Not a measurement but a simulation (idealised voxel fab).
process module | voxel fin reveal
cross-section cut | 160 nm wide | cells 5 nm
A cross-section is a grid of square cells, given in bands from the top down. A band is one or more rows of cells.
Each band's line starts with the height of the band's top and of its bottom, in nm. Then come its materials from left to right, each with its width in nm. One material with "throughout" fills the band from edge to edge. "air" is empty space.
Height 0 is the level under which the wafer as received is all one material. The lowest band goes on downwards, as in "0 down".
A width such as "30 to 40" changes by the same amount from each row of cells to the next, from the band's top row to its bottom row.
"no change" after a step means that no cell of the cross-section changed.
closed voids: empty space of 8 cells or more with no open way to the top, each as width x height at its distance from the left edge, in nm
after a step's settings: what the simulator itself notes on the step
overlay nm, on a step with a mask: how far to the right of its planned place the mask lay; to the left if negative
plan
1 op RECEIVE | material Si
2 op CONFORMAL_DEP | material SiN | thk nm 5
3 op MASKED_ETCH | tone cover | mask id FINS | width nm 15 | pitch nm 45 | etch materials SiN | depth nm 5 | overlay nm 0
4 op MASKED_ETCH | tone cover | mask id FINS | width nm 15 | pitch nm 45 | etch materials Si | depth nm 30 | overlay nm 0
5 op OXIDIZE | depth nm 5
6 op FILL_DEP | material SiO2 | thk nm 10
7 op CMP | height nm 5
8 op SELECTIVE_ETCH | etch materials SiO2 | depth nm 25
9 op STRIP | etch materials SiN
10 op CONFORMAL_DEP | material SiO2 | thk nm 5
as received, after step 1
  0 down: Si throughout
  closed voids: none
first wafer at the end, as planned
  5 to 0: air 50 | SiO2 15 | air 30 | SiO2 15 | air 50
  0 to -15: air 50 | SiO2 5 | Si 5 | SiO2 5 | air 30 | SiO2 5 | Si 5 | SiO2 5 | air 50
  -15 to -35: SiO2 55 | Si 5 | SiO2 40 | Si 5 | SiO2 55
  -35 down: Si throughout
  closed voids: none
second wafer at the end: like start, like plan, one mistake
  5 to 0: air 50 | SiO2 15 | air 30 | SiO2 15 | air 50
  0 to -15: air 50 | SiO2 5 | Si 5 | SiO2 5 | air 30 | SiO2 5 | Si 5 | SiO2 5 | air 50
  -15 to -25: SiO2 55 | Si 5 | SiO2 40 | Si 5 | SiO2 55
  -25 down: Si throughout
  closed voids: none
what went wrong: step 4 ran as: op MASKED_ETCH | tone cover | mask id FINS | width nm 15 | pitch nm 45 | etch materials Si | depth nm 20 | overlay nm 0
at the end the second wafer has, in cells: 60 more of Si | 60 fewer of SiO2
